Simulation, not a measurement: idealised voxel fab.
process module | voxel transistor to metal
cross-section cut | 195 nm wide | cells 5 nm
A cross-section is a grid of square cells, given in bands from the top down. A band is one or more rows of cells.
Each band's line starts with the height of the band's top and of its bottom, in nm. Then come its materials from left to right, each with its width in nm. One material with "throughout" fills the band from edge to edge. "air" is empty space.
Height 0 is the level under which the wafer as received is all one material. The lowest band goes on downwards, as in "0 down".
A width such as "30 to 40" changes by the same amount from each row of cells to the next, from the band's top row to its bottom row.
"no change" after a step means that no cell of the cross-section changed.
closed voids: empty space of 8 cells or more with no open way to the top, each as width x height at its distance from the left edge, in nm
after a step's settings: what the simulator itself notes on the step
overlay nm, on a step with a mask: how far to the right of its planned place the mask lay; to the left if negative
Each pair below shows a cross-section before one step and the cross-section after it, down to the lowest band that changed. The line under each pair gives the step between them, with its settings. The pairs can come from different runs of this module on the same starting wafer, so a pair continues from the pair above only where its "before" says so.
before
  20 to 15: air 75 | SiN 5 | air 35 | SiN 5 | air 75
  15 to 5: SiO2 75 | SiN 5 | air 35 | SiN 5 | SiO2 75
  5 to -5: SiO2 40 | SiN 5 | SiO2 30 | SiN 5 | air 35 | SiN 5 | SiO2 30 | SiN 5 | SiO2 40
  -5 to -10: SiO2 70 | pSi 5 | air 45 | pSi 5 | SiO2 70
  -10 to -15: SiO2 45 | pSi 30 | Si 45 | pSi 30 | SiO2 45
  -15 to -45: SiO2 45 | Si 105 | SiO2 45
  -45 down: Si throughout
  closed voids: none
after
  25 to 20: air 70 | HfO2 15 | air 25 | HfO2 15 | air 70
  20 to 15: HfO2 75 | SiN 5 | HfO2 5 | air 25 | HfO2 5 | SiN 5 | HfO2 75
  15 to 5: SiO2 75 | SiN 5 | HfO2 5 | air 25 | HfO2 5 | SiN 5 | SiO2 75
  5 to -5: SiO2 40 | SiN 5 | SiO2 30 | SiN 5 | HfO2 5 | air 25 | HfO2 5 | SiN 5 | SiO2 30 | SiN 5 | SiO2 40
  -5 to -10: SiO2 70 | pSi 5 | HfO2 45 | pSi 5 | SiO2 70
  below -10: unchanged
  closed voids: none
the step between: op CONFORMAL_DEP | material HfO2 | thk nm 5
before: the cross-section after the pair above
after
  30 to 25: air 65 | TiN 25 | air 15 | TiN 25 | air 65
  25 to 20: TiN 70 | HfO2 15 | TiN 5 | air 15 | TiN 5 | HfO2 15 | TiN 70
  20 to 15: HfO2 75 | SiN 5 | HfO2 5 | TiN 5 | air 15 | TiN 5 | HfO2 5 | SiN 5 | HfO2 75
  15 to 5: SiO2 75 | SiN 5 | HfO2 5 | TiN 5 | air 15 | TiN 5 | HfO2 5 | SiN 5 | SiO2 75
  5 to 0: SiO2 40 | SiN 5 | SiO2 30 | SiN 5 | HfO2 5 | TiN 5 | air 15 | TiN 5 | HfO2 5 | SiN 5 | SiO2 30 | SiN 5 | SiO2 40
  0 to -5: SiO2 40 | SiN 5 | SiO2 30 | SiN 5 | HfO2 5 | TiN 25 | HfO2 5 | SiN 5 | SiO2 30 | SiN 5 | SiO2 40
  below -5: unchanged
  closed voids: none
the step between: op CONFORMAL_DEP | material TiN | thk nm 5
before: the cross-section after the pair above
after
  35 to 30: W throughout
  30 to 25: W 65 | TiN 25 | W 15 | TiN 25 | W 65
  25 to 20: TiN 70 | HfO2 15 | TiN 5 | W 15 | TiN 5 | HfO2 15 | TiN 70
  20 to 15: HfO2 75 | SiN 5 | HfO2 5 | TiN 5 | W 15 | TiN 5 | HfO2 5 | SiN 5 | HfO2 75
  15 to 5: SiO2 75 | SiN 5 | HfO2 5 | TiN 5 | W 15 | TiN 5 | HfO2 5 | SiN 5 | SiO2 75
  5 to 0: SiO2 40 | SiN 5 | SiO2 30 | SiN 5 | HfO2 5 | TiN 5 | W 15 | TiN 5 | HfO2 5 | SiN 5 | SiO2 30 | SiN 5 | SiO2 40
  below 0: unchanged
  closed voids: none
the step between: op FILL_DEP | material W | thk nm 5
before: the cross-section after the pair above
after
  15 to 5: SiO2 75 | SiN 5 | HfO2 5 | TiN 5 | W 15 | TiN 5 | HfO2 5 | SiN 5 | SiO2 75
  below 5: unchanged
  closed voids: none
the step between: op CMP | height nm 15
before: the cross-section after the pair above
after
  25 to 15: SiO2 throughout
  below 15: unchanged
  closed voids: none
the step between: op DIRECTIONAL_DEP | material SiO2 | thk nm 10
before: the cross-section after the pair above
after
  45 to 25: resist 50 | air 15 | resist 65 | air 15 | resist 50
  below 25: unchanged
  closed voids: none
the step between: op PATTERN | tone open | mask id CONTACT | material resist | width nm 15 | pitch nm 80 | thk nm 20 | overlay nm 0
before: the cross-section after the pair above
after
  45 to 25: resist 50 | air 15 | resist 65 | air 15 | resist 50
  25 to 15: SiO2 50 | air 15 | SiO2 65 | air 15 | SiO2 50
  15 to 5: SiO2 50 | air 15 | SiO2 10 | SiN 5 | HfO2 5 | TiN 5 | W 15 | TiN 5 | HfO2 5 | SiN 5 | SiO2 10 | air 15 | SiO2 50
  5 to 0: SiO2 40 | SiN 5 | SiO2 5 | air 15 | SiO2 10 | SiN 5 | HfO2 5 | TiN 5 | W 15 | TiN 5 | HfO2 5 | SiN 5 | SiO2 10 | air 15 | SiO2 5 | SiN 5 | SiO2 40
  0 to -5: SiO2 40 | SiN 5 | SiO2 5 | air 15 | SiO2 10 | SiN 5 | HfO2 5 | TiN 25 | HfO2 5 | SiN 5 | SiO2 10 | air 15 | SiO2 5 | SiN 5 | SiO2 40
  -5 to -10: SiO2 50 | air 15 | SiO2 5 | pSi 5 | HfO2 45 | pSi 5 | SiO2 5 | air 15 | SiO2 50
  below -10: unchanged
  closed voids: none
the step between: op DIRECTIONAL_ETCH | etch materials SiO2 | depth nm 35
before: the cross-section after the pair above
after
  25 to 15: SiO2 50 | air 15 | SiO2 65 | air 15 | SiO2 50
  below 15: unchanged
  closed voids: none
the step between: op STRIP | etch materials resist
before: the cross-section after the pair above
after
  30 to 25: TiN 55 | air 5 | TiN 75 | air 5 | TiN 55
  25 to 15: SiO2 50 | TiN 5 | air 5 | TiN 5 | SiO2 65 | TiN 5 | air 5 | TiN 5 | SiO2 50
  15 to 5: SiO2 50 | TiN 5 | air 5 | TiN 5 | SiO2 10 | SiN 5 | HfO2 5 | TiN 5 | W 15 | TiN 5 | HfO2 5 | SiN 5 | SiO2 10 | TiN 5 | air 5 | TiN 5 | SiO2 50
  5 to 0: SiO2 40 | SiN 5 | SiO2 5 | TiN 5 | air 5 | TiN 5 | SiO2 10 | SiN 5 | HfO2 5 | TiN 5 | W 15 | TiN 5 | HfO2 5 | SiN 5 | SiO2 10 | TiN 5 | air 5 | TiN 5 | SiO2 5 | SiN 5 | SiO2 40
  0 to -5: SiO2 40 | SiN 5 | SiO2 5 | TiN 5 | air 5 | TiN 5 | SiO2 10 | SiN 5 | HfO2 5 | TiN 25 | HfO2 5 | SiN 5 | SiO2 10 | TiN 5 | air 5 | TiN 5 | SiO2 5 | SiN 5 | SiO2 40
  -5 to -10: SiO2 50 | TiN 15 | SiO2 5 | pSi 5 | HfO2 45 | pSi 5 | SiO2 5 | TiN 15 | SiO2 50
  below -10: unchanged
  closed voids: none
the step between: op CONFORMAL_DEP | material TiN | thk nm 5
before: the cross-section after the pair above
after
  40 to 30: Ru throughout
  30 to 25: TiN 55 | Ru 5 | TiN 75 | Ru 5 | TiN 55
  25 to 15: SiO2 50 | TiN 5 | Ru 5 | TiN 5 | SiO2 65 | TiN 5 | Ru 5 | TiN 5 | SiO2 50
  15 to 5: SiO2 50 | TiN 5 | Ru 5 | TiN 5 | SiO2 10 | SiN 5 | HfO2 5 | TiN 5 | W 15 | TiN 5 | HfO2 5 | SiN 5 | SiO2 10 | TiN 5 | Ru 5 | TiN 5 | SiO2 50
  5 to 0: SiO2 40 | SiN 5 | SiO2 5 | TiN 5 | Ru 5 | TiN 5 | SiO2 10 | SiN 5 | HfO2 5 | TiN 5 | W 15 | TiN 5 | HfO2 5 | SiN 5 | SiO2 10 | TiN 5 | Ru 5 | TiN 5 | SiO2 5 | SiN 5 | SiO2 40
  0 to -5: SiO2 40 | SiN 5 | SiO2 5 | TiN 5 | Ru 5 | TiN 5 | SiO2 10 | SiN 5 | HfO2 5 | TiN 25 | HfO2 5 | SiN 5 | SiO2 10 | TiN 5 | Ru 5 | TiN 5 | SiO2 5 | SiN 5 | SiO2 40
  below -5: unchanged
  closed voids: none
the step between: op FILL_DEP | material Ru | thk nm 10
before: the cross-section after the pair above
after
  25 to 15: SiO2 50 | TiN 5 | Ru 5 | TiN 5 | SiO2 65 | TiN 5 | Ru 5 | TiN 5 | SiO2 50
  below 15: unchanged
  closed voids: none
the step between: op CMP | height nm 25
before: the cross-section after the pair above
after
  30 to 25: TiN throughout
  below 25: unchanged
  closed voids: none
the step between: op DIRECTIONAL_DEP | material TiN | thk nm 5
before: the cross-section after the pair above
after
  55 to 30: Ru throughout
  below 30: unchanged
  closed voids: none
the step between: op DIRECTIONAL_DEP | material Ru | thk nm 25
before: the cross-section after the pair above
after
  55 to 30: air 50 | Ru 15 | air 65 | Ru 15 | air 50
  below 30: unchanged
  closed voids: none
the step between: op MASKED_ETCH | tone cover | mask id METAL_1 | width nm 15 | pitch nm 80 | etch materials Ru | depth nm 25 | overlay nm 0
before: the cross-section after the pair above
after
  55 to 30: air 50 | Ru 15 | air 65 | Ru 15 | air 50
  30 to 25: air 50 | TiN 15 | air 65 | TiN 15 | air 50
  below 25: unchanged
  closed voids: none
the step between: op MASKED_ETCH | tone cover | mask id METAL_1 | width nm 15 | pitch nm 80 | etch materials TiN | depth nm 5 | overlay nm 0
before: the cross-section after the pair above
after
  60 to 55: SiO2 throughout
  55 to 30: SiO2 50 | Ru 15 | SiO2 65 | Ru 15 | SiO2 50
  30 to 25: SiO2 50 | TiN 15 | SiO2 65 | TiN 15 | SiO2 50
  below 25: unchanged
  closed voids: none
the step between: op FILL_DEP | material SiO2 | thk nm 5
before: the cross-section after the pair above
after
  55 to 30: SiO2 50 | Ru 15 | SiO2 65 | Ru 15 | SiO2 50
  below 30: unchanged
  closed voids: none
the step between: op CMP | height nm 55
before: the cross-section after the pair above
after
  60 to 55: SiN throughout
  below 55: unchanged
  closed voids: none
the step between: op CONFORMAL_DEP | material SiN | thk nm 5
before
  15 to 10: air 45 | SiN 105 | air 45
  10 to 0: SiO2 45 | SiN 105 | SiO2 45
  0 to -5: SiO2 throughout
  -5 to -25: SiO2 45 | Si 105 | SiO2 45
  -25 down: Si throughout
  closed voids: none
after
  15 to 5: air 45 | SiN 105 | air 45
  below 5: unchanged
  closed voids: none
the step between: op SELECTIVE_ETCH | etch materials SiO2 | depth nm 5
before: the cross-section after the pair above
after
  5 to 0: SiO2 45 | air 105 | SiO2 45
  below 0: unchanged
  closed voids: none
the step between: op STRIP | etch materials SiN
before: the cross-section after the pair above
after
  30 to 25: polySi 45 | air 105 | polySi 45
  25 to 5: polySi throughout
  5 to 0: SiO2 45 | polySi 105 | SiO2 45
  below 0: unchanged
  closed voids: none
the step between: op DIRECTIONAL_DEP | material polySi | thk nm 25
before: the cross-section after the pair above
after
  40 to 35: SiCN 45 | air 105 | SiCN 45
  35 to 30: SiCN throughout
  30 to 25: polySi 45 | SiCN 105 | polySi 45
  below 25: unchanged
  closed voids: none
the step between: op DIRECTIONAL_DEP | material SiCN | thk nm 10
before: the cross-section after the pair above
after
  55 to 50: aC 45 | air 105 | aC 45
  50 to 40: aC throughout
  40 to 35: SiCN 45 | aC 105 | SiCN 45
  below 35: unchanged
  closed voids: none
the step between: op DIRECTIONAL_DEP | material aC | thk nm 15
before: the cross-section after the pair above
after
  85 to 55: air 80 | resist 35 | air 80
  55 to 50: aC 45 | air 35 | resist 35 | air 35 | aC 45
  below 50: unchanged
  closed voids: none
the step between: op PATTERN | tone cover | mask id GATE | material resist | width nm 35 | thk nm 30 | overlay nm 0
before: the cross-section after the pair above
after
  70 to 50: air 80 | resist 35 | air 80
  50 to 40: air 80 | aC 35 | air 80
  40 to 35: SiCN 45 | air 35 | aC 35 | air 35 | SiCN 45
  below 35: unchanged
  closed voids: none
the step between: op DIRECTIONAL_ETCH | etch materials aC | depth nm 15
before: the cross-section after the pair above
after
  50 to 40: air 80 | aC 35 | air 80
  below 40: unchanged
  closed voids: none
the step between: op STRIP | etch materials resist
before: the cross-section after the pair above
after
  50 to 35: air 80 | aC 35 | air 80
  35 to 30: air 80 | SiCN 35 | air 80
  30 to 25: polySi 45 | air 35 | SiCN 35 | air 35 | polySi 45
  below 25: unchanged
  closed voids: none
the step between: op DIRECTIONAL_ETCH | etch materials SiCN | depth nm 20
before: the cross-section after the pair above
after
  50 to 35: air 80 | aC 35 | air 80
  35 to 25: air 80 | SiCN 35 | air 80
  25 to 5: air 80 | polySi 35 | air 80
  5 to 0: SiO2 45 | air 35 | polySi 35 | air 35 | SiO2 45
  below 0: unchanged
  closed voids: none
the step between: op DIRECTIONAL_ETCH | etch materials polySi | depth nm 35
before: the cross-section after the pair above
after
  35 to 25: air 80 | SiCN 35 | air 80
  below 25: unchanged
  closed voids: none
the step between: op STRIP | etch materials aC
before: the cross-section after the pair above
after
  40 to 35: air 75 | SiN 45 | air 75
  35 to 25: air 75 | SiN 5 | SiCN 35 | SiN 5 | air 75
  25 to 10: air 75 | SiN 5 | polySi 35 | SiN 5 | air 75
  10 to 5: SiN 50 | air 25 | SiN 5 | polySi 35 | SiN 5 | air 25 | SiN 50
  5 to 0: SiO2 45 | SiN 35 | polySi 35 | SiN 35 | SiO2 45
  below 0: unchanged
  closed voids: none
the step between: op CONFORMAL_DEP | material SiN | thk nm 5
before: the cross-section after the pair above
after
  35 to 25: air 75 | SiN 5 | SiCN 35 | SiN 5 | air 75
  25 to 5: air 75 | SiN 5 | polySi 35 | SiN 5 | air 75
  5 to 0: SiO2 45 | SiN 5 | air 25 | SiN 5 | polySi 35 | SiN 5 | air 25 | SiN 5 | SiO2 45
  below 0: unchanged
  closed voids: none
the step between: op DIRECTIONAL_ETCH | etch materials SiN | depth nm 5
before: the cross-section after the pair above
after
  35 to 25: air 75 | SiN 5 | SiCN 35 | SiN 5 | air 75
  25 to 5: air 75 | SiN 5 | polySi 35 | SiN 5 | air 75
  5 to 0: air 45 | SiN 5 | air 25 | SiN 5 | polySi 35 | SiN 5 | air 25 | SiN 5 | air 45
  0 to -5: SiO2 50 | air 25 | SiO2 45 | air 25 | SiO2 50
  below -5: unchanged
  closed voids: none
the step between: op DIRECTIONAL_ETCH | etch materials SiO2 | depth nm 5
before: the cross-section after the pair above
after
  35 to 25: air 75 | SiN 5 | SiCN 35 | SiN 5 | air 75
  25 to 5: air 75 | SiN 5 | polySi 35 | SiN 5 | air 75
  5 to 0: air 45 | SiN 5 | air 25 | SiN 5 | polySi 35 | SiN 5 | air 25 | SiN 5 | air 45
  0 to -5: SiO2 50 | air 25 | SiO2 45 | air 25 | SiO2 50
  -5 to -10: SiO2 45 | Si 5 | air 25 | Si 45 | air 25 | Si 5 | SiO2 45
  below -10: unchanged
  closed voids: none
the step between: op DIRECTIONAL_ETCH | etch materials Si | depth nm 5
before: the cross-section after the pair above
after
  35 to 25: air 75 | SiN 5 | SiCN 35 | SiN 5 | air 75
  25 to 5: air 75 | SiN 5 | polySi 35 | SiN 5 | air 75
  5 to 0: air 45 | SiN 5 | air 25 | SiN 5 | polySi 35 | SiN 5 | air 25 | SiN 5 | air 45
  0 to -5: SiO2 50 | pSi 5 | air 15 | pSi 5 | SiO2 45 | pSi 5 | air 15 | pSi 5 | SiO2 50
  -5 to -10: SiO2 45 | Si 5 | pSi 25 | Si 45 | pSi 25 | Si 5 | SiO2 45
  below -10: unchanged
  closed voids: none
the step between: op EPI | material pSi | thk nm 5
before: the cross-section after the pair above
after
  40 to 35: SiO2 throughout
  35 to 25: SiO2 75 | SiN 5 | SiCN 35 | SiN 5 | SiO2 75
  25 to 5: SiO2 75 | SiN 5 | polySi 35 | SiN 5 | SiO2 75
  5 to 0: SiO2 45 | SiN 5 | SiO2 25 | SiN 5 | polySi 35 | SiN 5 | SiO2 25 | SiN 5 | SiO2 45
  0 to -5: SiO2 50 | pSi 5 | SiO2 15 | pSi 5 | SiO2 45 | pSi 5 | SiO2 15 | pSi 5 | SiO2 50
  below -5: unchanged
  closed voids: none
the step between: op FILL_DEP | material SiO2 | thk nm 5
before: the cross-section after the pair above
after
  20 to 5: SiO2 75 | SiN 5 | polySi 35 | SiN 5 | SiO2 75
  below 5: unchanged
  closed voids: none
the step between: op CMP | height nm 20
before: the cross-section after the pair above
after
  20 to 5: SiO2 75 | SiN 5 | air 35 | SiN 5 | SiO2 75
  5 to 0: SiO2 45 | SiN 5 | SiO2 25 | SiN 5 | air 35 | SiN 5 | SiO2 25 | SiN 5 | SiO2 45
  below 0: unchanged
  closed voids: none
the step between: op STRIP | etch materials polySi
before: the cross-section after the pair above
after
  20 to 15: air 75 | SiN 5 | air 35 | SiN 5 | air 75
  15 to 5: SiO2 75 | SiN 5 | air 35 | SiN 5 | SiO2 75
  5 to 0: SiO2 45 | SiN 5 | SiO2 25 | SiN 5 | air 35 | SiN 5 | SiO2 25 | SiN 5 | SiO2 45
  0 to -5: SiO2 50 | pSi 5 | SiO2 15 | pSi 5 | air 45 | pSi 5 | SiO2 15 | pSi 5 | SiO2 50
  below -5: unchanged
  closed voids: none
the step between: op SELECTIVE_ETCH | etch materials SiO2 | depth nm 5
before: the cross-section after the pair above
after
  25 to 20: air 70 | HfO2 15 | air 25 | HfO2 15 | air 70
  20 to 15: HfO2 75 | SiN 5 | HfO2 5 | air 25 | HfO2 5 | SiN 5 | HfO2 75
  15 to 5: SiO2 75 | SiN 5 | HfO2 5 | air 25 | HfO2 5 | SiN 5 | SiO2 75
  5 to 0: SiO2 45 | SiN 5 | SiO2 25 | SiN 5 | HfO2 5 | air 25 | HfO2 5 | SiN 5 | SiO2 25 | SiN 5 | SiO2 45
  0 to -5: SiO2 50 | pSi 5 | SiO2 15 | pSi 5 | HfO2 45 | pSi 5 | SiO2 15 | pSi 5 | SiO2 50
  below -5: unchanged
  closed voids: none
the step between: op CONFORMAL_DEP | material HfO2 | thk nm 5
before: the cross-section after the pair above
after
  30 to 25: air 65 | TiN 25 | air 15 | TiN 25 | air 65
  25 to 20: TiN 70 | HfO2 15 | TiN 5 | air 15 | TiN 5 | HfO2 15 | TiN 70
  20 to 15: HfO2 75 | SiN 5 | HfO2 5 | TiN 5 | air 15 | TiN 5 | HfO2 5 | SiN 5 | HfO2 75
  15 to 5: SiO2 75 | SiN 5 | HfO2 5 | TiN 5 | air 15 | TiN 5 | HfO2 5 | SiN 5 | SiO2 75
  5 to 0: SiO2 45 | SiN 5 | SiO2 25 | SiN 5 | HfO2 5 | TiN 25 | HfO2 5 | SiN 5 | SiO2 25 | SiN 5 | SiO2 45
  below 0: unchanged
  closed voids: none
the step between: op CONFORMAL_DEP | material TiN | thk nm 5
before: the cross-section after the pair above
after
  35 to 30: W throughout
  30 to 25: W 65 | TiN 25 | W 15 | TiN 25 | W 65
  25 to 20: TiN 70 | HfO2 15 | TiN 5 | W 15 | TiN 5 | HfO2 15 | TiN 70
  20 to 15: HfO2 75 | SiN 5 | HfO2 5 | TiN 5 | W 15 | TiN 5 | HfO2 5 | SiN 5 | HfO2 75
  15 to 5: SiO2 75 | SiN 5 | HfO2 5 | TiN 5 | W 15 | TiN 5 | HfO2 5 | SiN 5 | SiO2 75
  below 5: unchanged
  closed voids: none
the step between: op FILL_DEP | material W | thk nm 5
before: the cross-section after the pair above
after
  15 to 5: SiO2 75 | SiN 5 | HfO2 5 | TiN 5 | W 15 | TiN 5 | HfO2 5 | SiN 5 | SiO2 75
  below 5: unchanged
  closed voids: none
the step between: op CMP | height nm 15
before: the cross-section after the pair above
after
  25 to 15: SiO2 throughout
  below 15: unchanged
  closed voids: none
the step between: op DIRECTIONAL_DEP | material SiO2 | thk nm 10
before: the cross-section after the pair above
after
  45 to 25: resist 50 | air 15 | resist 65 | air 15 | resist 50
  below 25: unchanged
  closed voids: none
the step between: op PATTERN | tone open | mask id CONTACT | material resist | width nm 15 | pitch nm 80 | thk nm 20 | overlay nm 0
before: the cross-section after the pair above
after
  45 to 25: resist 50 | air 15 | resist 65 | air 15 | resist 50
  25 to 15: SiO2 50 | air 15 | SiO2 65 | air 15 | SiO2 50
  15 to 5: SiO2 50 | air 15 | SiO2 10 | SiN 5 | HfO2 5 | TiN 5 | W 15 | TiN 5 | HfO2 5 | SiN 5 | SiO2 10 | air 15 | SiO2 50
  5 to 0: SiO2 45 | SiN 5 | air 15 | SiO2 10 | SiN 5 | HfO2 5 | TiN 25 | HfO2 5 | SiN 5 | SiO2 10 | air 15 | SiN 5 | SiO2 45
  0 to -5: SiO2 50 | pSi 5 | air 10 | SiO2 5 | pSi 5 | HfO2 45 | pSi 5 | SiO2 5 | air 10 | pSi 5 | SiO2 50
  below -5: unchanged
  closed voids: none
the step between: op DIRECTIONAL_ETCH | etch materials SiO2 | depth nm 35
before: the cross-section after the pair above
after
  25 to 15: SiO2 50 | air 15 | SiO2 65 | air 15 | SiO2 50
  below 15: unchanged
  closed voids: none
the step between: op STRIP | etch materials resist
before: the cross-section after the pair above
after
  30 to 25: TiN 55 | air 5 | TiN 75 | air 5 | TiN 55
  25 to 15: SiO2 50 | TiN 5 | air 5 | TiN 5 | SiO2 65 | TiN 5 | air 5 | TiN 5 | SiO2 50
  15 to 5: SiO2 50 | TiN 5 | air 5 | TiN 5 | SiO2 10 | SiN 5 | HfO2 5 | TiN 5 | W 15 | TiN 5 | HfO2 5 | SiN 5 | SiO2 10 | TiN 5 | air 5 | TiN 5 | SiO2 50
  5 to 0: SiO2 45 | SiN 5 | TiN 15 | SiO2 10 | SiN 5 | HfO2 5 | TiN 25 | HfO2 5 | SiN 5 | SiO2 10 | TiN 15 | SiN 5 | SiO2 45
  0 to -5: SiO2 50 | pSi 5 | TiN 10 | SiO2 5 | pSi 5 | HfO2 45 | pSi 5 | SiO2 5 | TiN 10 | pSi 5 | SiO2 50
  below -5: unchanged
  closed voids: none
the step between: op CONFORMAL_DEP | material TiN | thk nm 5
before: the cross-section after the pair above
after
  40 to 30: Ru throughout
  30 to 25: TiN 55 | Ru 5 | TiN 75 | Ru 5 | TiN 55
  25 to 15: SiO2 50 | TiN 5 | Ru 5 | TiN 5 | SiO2 65 | TiN 5 | Ru 5 | TiN 5 | SiO2 50
  15 to 5: SiO2 50 | TiN 5 | Ru 5 | TiN 5 | SiO2 10 | SiN 5 | HfO2 5 | TiN 5 | W 15 | TiN 5 | HfO2 5 | SiN 5 | SiO2 10 | TiN 5 | Ru 5 | TiN 5 | SiO2 50
  below 5: unchanged
  closed voids: none
the step between: op FILL_DEP | material Ru | thk nm 10
before: the cross-section after the pair above
after
  25 to 15: SiO2 50 | TiN 5 | Ru 5 | TiN 5 | SiO2 65 | TiN 5 | Ru 5 | TiN 5 | SiO2 50
  below 15: unchanged
  closed voids: none
the step between: op CMP | height nm 25
before: the cross-section after the pair above
after
  30 to 25: TiN throughout
  below 25: unchanged
  closed voids: none
the step between: op DIRECTIONAL_DEP | material TiN | thk nm 5
before: the cross-section after the pair above
after
  55 to 30: Ru throughout
  below 30: unchanged
  closed voids: none
the step between: op DIRECTIONAL_DEP | material Ru | thk nm 25
before: the cross-section after the pair above
after
  55 to 30: air 50 | Ru 15 | air 65 | Ru 15 | air 50
  below 30: unchanged
  closed voids: none
the step between: op MASKED_ETCH | tone cover | mask id METAL_1 | width nm 15 | pitch nm 80 | etch materials Ru | depth nm 25 | overlay nm 0
before: the cross-section after the pair above
after
  55 to 30: air 50 | Ru 15 | air 65 | Ru 15 | air 50
  30 to 25: air 50 | TiN 15 | air 65 | TiN 15 | air 50
  below 25: unchanged
  closed voids: none
the step between: op MASKED_ETCH | tone cover | mask id METAL_1 | width nm 15 | pitch nm 80 | etch materials TiN | depth nm 5 | overlay nm 0
before: the cross-section after the pair above
after
  60 to 55: SiO2 throughout
  55 to 30: SiO2 50 | Ru 15 | SiO2 65 | Ru 15 | SiO2 50
  30 to 25: SiO2 50 | TiN 15 | SiO2 65 | TiN 15 | SiO2 50
  below 25: unchanged
  closed voids: none
the step between: op FILL_DEP | material SiO2 | thk nm 5
before: the cross-section after the pair above
after
  55 to 30: SiO2 50 | Ru 15 | SiO2 65 | Ru 15 | SiO2 50
  below 30: unchanged
  closed voids: none
the step between: op CMP | height nm 55
before: the cross-section after the pair above
after
  60 to 55: SiN throughout
  below 55: unchanged
  closed voids: none
the step between: op CONFORMAL_DEP | material SiN | thk nm 5
before
  30 to 25: TiN throughout
  25 to 15: SiO2 50 | TiN 5 | Ru 5 | TiN 5 | SiO2 65 | TiN 5 | Ru 5 | TiN 5 | SiO2 50
  15 to 5: SiO2 50 | TiN 5 | Ru 5 | TiN 5 | SiO2 10 | SiN 5 | HfO2 5 | TiN 5 | W 15 | TiN 5 | HfO2 5 | SiN 5 | SiO2 10 | TiN 5 | Ru 5 | TiN 5 | SiO2 50
  5 to 0: SiO2 40 | SiN 5 | SiO2 5 | TiN 5 | Ru 5 | TiN 5 | SiO2 10 | SiN 5 | HfO2 5 | TiN 5 | W 15 | TiN 5 | HfO2 5 | SiN 5 | SiO2 10 | TiN 5 | Ru 5 | TiN 5 | SiO2 5 | SiN 5 | SiO2 40
  0 to -5: SiO2 40 | SiN 5 | SiO2 5 | TiN 5 | Ru 5 | TiN 5 | SiO2 10 | SiN 5 | HfO2 5 | TiN 25 | HfO2 5 | SiN 5 | SiO2 10 | TiN 5 | Ru 5 | TiN 5 | SiO2 5 | SiN 5 | SiO2 40
  -5 to -10: SiO2 50 | TiN 15 | SiO2 5 | pSi 5 | HfO2 45 | pSi 5 | SiO2 5 | TiN 15 | SiO2 50
  -10 to -15: SiO2 45 | pSi 30 | Si 45 | pSi 30 | SiO2 45
  -15 to -25: SiO2 45 | Si 105 | SiO2 45
  -25 down: Si throughout
  closed voids: none
after
  50 to 30: Ru throughout
  below 30: unchanged
  closed voids: none
the step between: op DIRECTIONAL_DEP | material Ru | thk nm 20
before: the cross-section after the pair above
after
  50 to 30: air 50 | Ru 15 | air 65 | Ru 15 | air 50
  below 30: unchanged
  closed voids: none
the step between: op MASKED_ETCH | tone cover | mask id METAL_1 | width nm 15 | pitch nm 80 | etch materials Ru | depth nm 25 | overlay nm 0
before: the cross-section after the pair above
after
  50 to 30: air 50 | Ru 15 | air 65 | Ru 15 | air 50
  30 to 25: air 50 | TiN 15 | air 65 | TiN 15 | air 50
  below 25: unchanged
  closed voids: none
the step between: op MASKED_ETCH | tone cover | mask id METAL_1 | width nm 15 | pitch nm 80 | etch materials TiN | depth nm 5 | overlay nm 0
before: the cross-section after the pair above
after
  55 to 50: SiO2 throughout
  50 to 30: SiO2 50 | Ru 15 | SiO2 65 | Ru 15 | SiO2 50
  30 to 25: SiO2 50 | TiN 15 | SiO2 65 | TiN 15 | SiO2 50
  below 25: unchanged
  closed voids: none
the step between: op FILL_DEP | material SiO2 | thk nm 5
before: the cross-section after the pair above
after
  60 to 55: SiN throughout
  below 55: unchanged
  closed voids: none
the step between: op CONFORMAL_DEP | material SiN | thk nm 5
before
  55 to 45: aC 40 | air 115 | aC 40
  45 to 40: aC throughout
  40 to 30: SiCN 40 | aC 115 | SiCN 40
  30 to 20: polySi 40 | SiCN 115 | polySi 40
  20 to 5: polySi throughout
  5 to -5: SiO2 40 | polySi 115 | SiO2 40
  -5 to -10: SiO2 throughout
  -10 to -25: SiO2 45 | Si 105 | SiO2 45
  -25 down: Si throughout
  closed voids: none
after
  85 to 55: air 85 | resist 30 | air 80
  55 to 45: aC 40 | air 45 | resist 30 | air 40 | aC 40
  below 45: unchanged
  closed voids: none
the step between: op PATTERN | tone cover | mask id GATE | material resist | width nm 30 | thk nm 30 | overlay nm 0
before: the cross-section after the pair above
after
  70 to 45: air 85 | resist 30 | air 80
  45 to 40: air 85 | aC 30 | air 80
  40 to 30: SiCN 40 | air 45 | aC 30 | air 40 | SiCN 40
  below 30: unchanged
  closed voids: none
the step between: op DIRECTIONAL_ETCH | etch materials aC | depth nm 15
before: the cross-section after the pair above
after
  45 to 40: air 85 | aC 30 | air 80
  below 40: unchanged
  closed voids: none
the step between: op STRIP | etch materials resist
before: the cross-section after the pair above
after
  45 to 30: air 85 | aC 30 | air 80
  30 to 20: polySi 40 | air 45 | SiCN 30 | air 40 | polySi 40
  below 20: unchanged
  closed voids: none
the step between: op DIRECTIONAL_ETCH | etch materials SiCN | depth nm 20
before: the cross-section after the pair above
after
  45 to 30: air 85 | aC 30 | air 80
  30 to 20: air 85 | SiCN 30 | air 80
  20 to 5: air 85 | polySi 30 | air 80
  5 to -5: SiO2 40 | air 45 | polySi 30 | air 40 | SiO2 40
  below -5: unchanged
  closed voids: none
the step between: op DIRECTIONAL_ETCH | etch materials polySi | depth nm 35
before: the cross-section after the pair above
after
  30 to 20: air 85 | SiCN 30 | air 80
  below 20: unchanged
  closed voids: none
the step between: op STRIP | etch materials aC
before: the cross-section after the pair above
after
  35 to 30: air 80 | SiN 40 | air 75
  30 to 20: air 80 | SiN 5 | SiCN 30 | SiN 5 | air 75
  20 to 10: air 80 | SiN 5 | polySi 30 | SiN 5 | air 75
  10 to 5: SiN 45 | air 35 | SiN 5 | polySi 30 | SiN 5 | air 30 | SiN 45
  5 to 0: SiO2 40 | SiN 5 | air 35 | SiN 5 | polySi 30 | SiN 5 | air 30 | SiN 5 | SiO2 40
  0 to -5: SiO2 40 | SiN 45 | polySi 30 | SiN 40 | SiO2 40
  below -5: unchanged
  closed voids: none
the step between: op CONFORMAL_DEP | material SiN | thk nm 5
before: the cross-section after the pair above
after
  30 to 20: air 80 | SiN 5 | SiCN 30 | SiN 5 | air 75
  20 to 5: air 80 | SiN 5 | polySi 30 | SiN 5 | air 75
  5 to -5: SiO2 40 | SiN 5 | air 35 | SiN 5 | polySi 30 | SiN 5 | air 30 | SiN 5 | SiO2 40
  below -5: unchanged
  closed voids: none
the step between: op DIRECTIONAL_ETCH | etch materials SiN | depth nm 5
